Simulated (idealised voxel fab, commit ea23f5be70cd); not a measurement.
process module | voxel transistor to metal
cross-section cut | 205 nm wide | cells 5 nm
A cross-section is a grid of square cells, given in bands from the top down. A band is one or more rows of cells.
Each band's line starts with the height of the band's top and of its bottom, in nm. Then come its materials from left to right, each with its width in nm. One material with "throughout" fills the band from edge to edge. "air" is empty space.
Height 0 is the level under which the wafer as received is all one material. The lowest band goes on downwards, as in "0 down".
A width such as "30 to 40" changes by the same amount from each row of cells to the next, from the band's top row to its bottom row.
"no change" after a step means that no cell of the cross-section changed.
closed voids: empty space of 8 cells or more with no open way to the top, each as width x height at its distance from the left edge, in nm
after a step's settings: what the simulator itself notes on the step
overlay nm, on a step with a mask: how far to the right of its planned place the mask lay; to the left if negative
plan
1 op RECEIVE | material Si
2 op CONFORMAL_DEP | material SiO2 | thk nm 5
3 op CONFORMAL_DEP | material SiN | thk nm 15
4 op MASKED_ETCH | tone cover | mask id ACTIVE | width nm 90 | etch materials SiN | depth nm 15 | overlay nm 0
5 op MASKED_ETCH | tone cover | mask id ACTIVE | width nm 90 | etch materials SiO2 | depth nm 5 | overlay nm 0
6 op MASKED_ETCH | tone cover | mask id ACTIVE | width nm 90 | etch materials Si | depth nm 35 | overlay nm 0
7 op OXIDIZE | depth nm 5
8 op FILL_DEP | material SiO2 | thk nm 5
9 op CMP | height nm 20
10 op SELECTIVE_ETCH | etch materials SiO2 | depth nm 5
11 op STRIP | etch materials SiN
12 op SELECTIVE_ETCH | etch materials SiO2 | depth nm 5
13 op OXIDIZE | depth nm 5
14 op DIRECTIONAL_DEP | material polySi | thk nm 20
15 op DIRECTIONAL_DEP | material SiCN | thk nm 10
16 op DIRECTIONAL_DEP | material aC | thk nm 10
17 op PATTERN | tone cover | mask id GATE | material resist | width nm 20 | thk nm 30 | overlay nm 0
18 op DIRECTIONAL_ETCH | etch materials aC | depth nm 10
19 op STRIP | etch materials resist
20 op DIRECTIONAL_ETCH | etch materials SiCN | depth nm 20
21 op DIRECTIONAL_ETCH | etch materials polySi | depth nm 30
22 op STRIP | etch materials aC
23 op CONFORMAL_DEP | material SiN | thk nm 10
24 op DIRECTIONAL_ETCH | etch materials SiN | depth nm 10
25 op DIRECTIONAL_ETCH | etch materials SiO2 | depth nm 5
26 op DIRECTIONAL_ETCH | etch materials Si | depth nm 5
27 op EPI | material pSi | thk nm 10
28 op FILL_DEP | material SiO2 | thk nm 5
29 op CMP | height nm 30
30 op DIRECTIONAL_DEP | material SiO2 | thk nm 15
31 op MASKED_ETCH | tone open | mask id CONTACT | width nm 15 | pitch nm 65 | etch materials SiO2 | depth nm 45 | overlay nm 0
32 op CONFORMAL_DEP | material TiN | thk nm 5
33 op FILL_DEP | material W | thk nm 10
34 op CMP | height nm 45
35 op CONFORMAL_DEP | material SiCN | thk nm 5
36 op DIRECTIONAL_DEP | material lowk | thk nm 15
37 op MASKED_ETCH | tone open | mask id METAL_1 | width nm 15 | pitch nm 65 | etch materials lowk | depth nm 15 | overlay nm 0
38 op MASKED_ETCH | tone open | mask id METAL_1 | width nm 15 | pitch nm 65 | etch materials SiCN | depth nm 5 | overlay nm 0
39 op CONFORMAL_DEP | material TiN | thk nm 5
40 op FILL_DEP | material Ru | thk nm 10
41 op CMP | height nm 65
42 op CONFORMAL_DEP | material SiN | thk nm 5
as received, after step 1
  0 down: Si throughout
  closed voids: none
first wafer at the end, as planned
  70 to 65: SiN throughout
  65 to 50: lowk 60 | TiN 5 | Ru 5 | TiN 5 | lowk 50 | TiN 5 | Ru 5 | TiN 5 | lowk 65
  50 to 45: SiCN 60 | TiN 15 | SiCN 50 | TiN 15 | SiCN 65
  45 to 30: SiO2 60 | TiN 5 | W 5 | TiN 5 | SiO2 50 | TiN 5 | W 5 | TiN 5 | SiO2 65
  30 to 20: SiO2 60 | TiN 5 | W 5 | TiN 5 | SiO2 5 | SiN 10 | SiCN 20 | SiN 10 | SiO2 5 | TiN 5 | W 5 | TiN 5 | SiO2 65
  20 to 10: SiO2 60 | TiN 5 | W 5 | TiN 5 | SiO2 5 | SiN 10 | polySi 20 | SiN 10 | SiO2 5 | TiN 5 | W 5 | TiN 5 | SiO2 65
  10 to 5: SiO2 50 | SiN 10 | TiN 15 | SiO2 5 | SiN 10 | polySi 20 | SiN 10 | SiO2 5 | TiN 15 | SiN 10 | SiO2 55
  5 to 0: SiO2 50 | SiN 10 | TiN 10 | pSi 10 | SiN 10 | polySi 20 | SiN 10 | pSi 10 | TiN 10 | SiN 10 | SiO2 55
  0 to -5: SiO2 60 | pSi 20 | SiO2 40 | pSi 20 | SiO2 65
  -5 to -10: SiO2 60 | pSi 20 | Si 40 | pSi 20 | SiO2 65
  -10 to -40: SiO2 60 | Si 80 | SiO2 65
  -40 down: Si throughout
  closed voids: none
second wafer at the end: like start, like plan, one mistake
  70 to 65: SiN throughout
  65 to 50: lowk 60 | TiN 5 | Ru 5 | TiN 5 | lowk 50 | TiN 5 | Ru 5 | TiN 5 | lowk 65
  50 to 45: SiCN 60 | TiN 15 | SiCN 50 | TiN 15 | SiCN 65
  45 to 30: SiO2 60 | TiN 5 | W 5 | TiN 5 | SiO2 50 | TiN 5 | W 5 | TiN 5 | SiO2 65
  30 to 20: SiO2 60 | TiN 5 | W 5 | TiN 5 | SiO2 5 | SiN 10 | SiCN 20 | SiN 10 | SiO2 5 | TiN 5 | W 5 | TiN 5 | SiO2 65
  20 to 15: SiO2 60 | TiN 15 | SiO2 5 | SiN 10 | polySi 20 | SiN 10 | SiO2 5 | TiN 15 | SiO2 65
  15 to 10: SiO2 80 | SiN 10 | polySi 20 | SiN 10 | SiO2 85
  10 to 5: SiO2 50 | SiN 10 | SiO2 20 | SiN 10 | polySi 20 | SiN 10 | SiO2 20 | SiN 10 | SiO2 55
  5 to 0: SiO2 50 | SiN 10 | SiO2 10 | pSi 10 | SiN 10 | polySi 20 | SiN 10 | pSi 10 | SiO2 10 | SiN 10 | SiO2 55
  0 to -5: SiO2 60 | pSi 20 | SiO2 40 | pSi 20 | SiO2 65
  -5 to -10: SiO2 60 | pSi 20 | Si 40 | pSi 20 | SiO2 65
  -10 to -40: SiO2 60 | Si 80 | SiO2 65
  -40 down: Si throughout
  closed voids: none
what went wrong: step 30 was run twice
at the end the second wafer has, in cells: 16 more of SiO2 | 12 fewer of TiN | 4 fewer of W
